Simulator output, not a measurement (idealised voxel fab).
The document below concerns the process module designated voxel wiring stack.
Displayed cross-section: cut, width of 270 nm, square cells sized 5 nm.
If you're reading a cross-section in this doc, picture square cells in a grid; it comes to you as bands, top ones listed first down to the bottom, and a band can be one or more rows of cells.
The entry gives the band's vertical extent as a top height and a bottom height in nm, then its horizontal make-up as materials from left to right, each with a width in nm. "empty" stands for empty space; a single material marked "edge to edge" fills the band edge to edge.
A quick word on heights: they are counted from 0, and under that level the wafer as it came to us is one material throughout. The lowest band is different from the rest in having no bottom; it simply continues downward, written as in "0 down".
With a width like "30->40", each row of cells in the band differs from the next by the same amount, the top row carrying the first number and the bottom row the second.
Where a step carries "all unchanged", the cross-section came out of it unchanged, cell for cell.
In "Enclosed void listing" the enclosed voids are listed, meaning empty spaces of 8 cells or larger without any opening to the top. The form is width x height at distance, distance from the left edge, units nm.
Past the settings on a step's line: simulator remark, on that step.
overlay nm: right-of-plan distance of the mask on a masked step; negative values mean left-of-plan.

## List of planned process steps
1 RECEIVE | material Si
2 CONFORMAL_DEP | material SiO2 | thk nm 15
3 DIRECTIONAL_DEP | material TiN | thk nm 5
4 DIRECTIONAL_DEP | material Ru | thk nm 20
5 MASKED_ETCH | tone cover | mask id METAL_1 | width nm 15 | pitch nm 45 | etch materials Ru | depth nm 20 | overlay nm 0
6 MASKED_ETCH | tone cover | mask id METAL_1 | width nm 25 | pitch nm 45 | etch materials TiN | depth nm 5 | overlay nm 0
7 CONFORMAL_DEP | material SiCN | thk nm 5
8 FILL_DEP | material SiO2 | thk nm 10
9 CMP | height nm 40
10 CONFORMAL_DEP | material SiCN | thk nm 5
11 DIRECTIONAL_DEP | material lowk | thk nm 30
12 DIRECTIONAL_DEP | material aC | thk nm 10
13 PATTERN | tone open | mask id METAL_2_HOLES | material resist | width nm 15 | pitch nm 45 | thk nm 25 | overlay nm 0
14 DIRECTIONAL_ETCH | etch materials aC | depth nm 10
15 STRIP | etch materials resist
16 DIRECTIONAL_ETCH | etch materials lowk | depth nm 30
17 STRIP | etch materials aC
18 MASKED_ETCH | tone open | mask id METAL_2 | width nm 25 | pitch nm 45 | etch materials lowk | depth nm 15 | overlay nm 0
19 MASKED_ETCH | tone open | mask id METAL_2 | width nm 25 | pitch nm 45 | etch materials SiCN | depth nm 5 | overlay nm 0
20 CONFORMAL_DEP | material TiN | thk nm 5
21 FILL_DEP | material Ru | thk nm 10
22 CMP | height nm 75
23 CONFORMAL_DEP | material SiCN | thk nm 5
24 DIRECTIONAL_DEP | material lowk | thk nm 10
25 PATTERN | tone open | mask id PLUG_2 | material resist | width nm 15 | pitch nm 45 | thk nm 20 | overlay nm 0
26 DIRECTIONAL_ETCH | etch materials lowk | depth nm 10
27 DIRECTIONAL_ETCH | etch materials SiCN | depth nm 5
28 STRIP | etch materials resist
29 EPI | material Ru | thk nm 10
30 EPI | material Ru | thk nm 5
31 DIRECTIONAL_DEP | material TiN | thk nm 5
32 DIRECTIONAL_DEP | material W | thk nm 25
33 MASKED_ETCH | tone cover | mask id METAL_3 | width nm 25 | pitch nm 45 | etch materials W | depth nm 25 | overlay nm 0
34 MASKED_ETCH | tone cover | mask id METAL_3 | width nm 25 | pitch nm 45 | etch materials TiN | depth nm 5 | overlay nm 0
35 FILL_DEP | material lowk | thk nm 10
36 CMP | height nm 120
37 CONFORMAL_DEP | material SiCN | thk nm 5
The wafers in this document start out alike and differ in the width nm applied at step 5; the plan shows the value used for the first wafer.

## This is how the first of several wafers looked in cross-section when it arrived, which is after step 1
	0 down | Si edge to edge
	Enclosed void listing: none

## Here is how to read the rows: every wafer has a row, and it shows the wafer at the end of the module, giving for each material how many cells were gained (+) or lost (-) since the wafer was received, then listing its closed voids
width nm 15, +93 Ru, +213 SiCN, +312 SiO2, +81 TiN, +75 W, +576 lowk, Enclosed void listing: none
width nm 20, +105 Ru, +210 SiCN, +303 SiO2, +81 TiN, +75 W, +576 lowk, Enclosed void listing: none
width nm 25, +117 Ru, +207 SiCN, +294 SiO2, +81 TiN, +75 W, +576 lowk, Enclosed void listing: none
width nm 30, +129 Ru, +204 SiCN, +282 SiO2, +84 TiN, +75 W, +576 lowk, Enclosed void listing: none
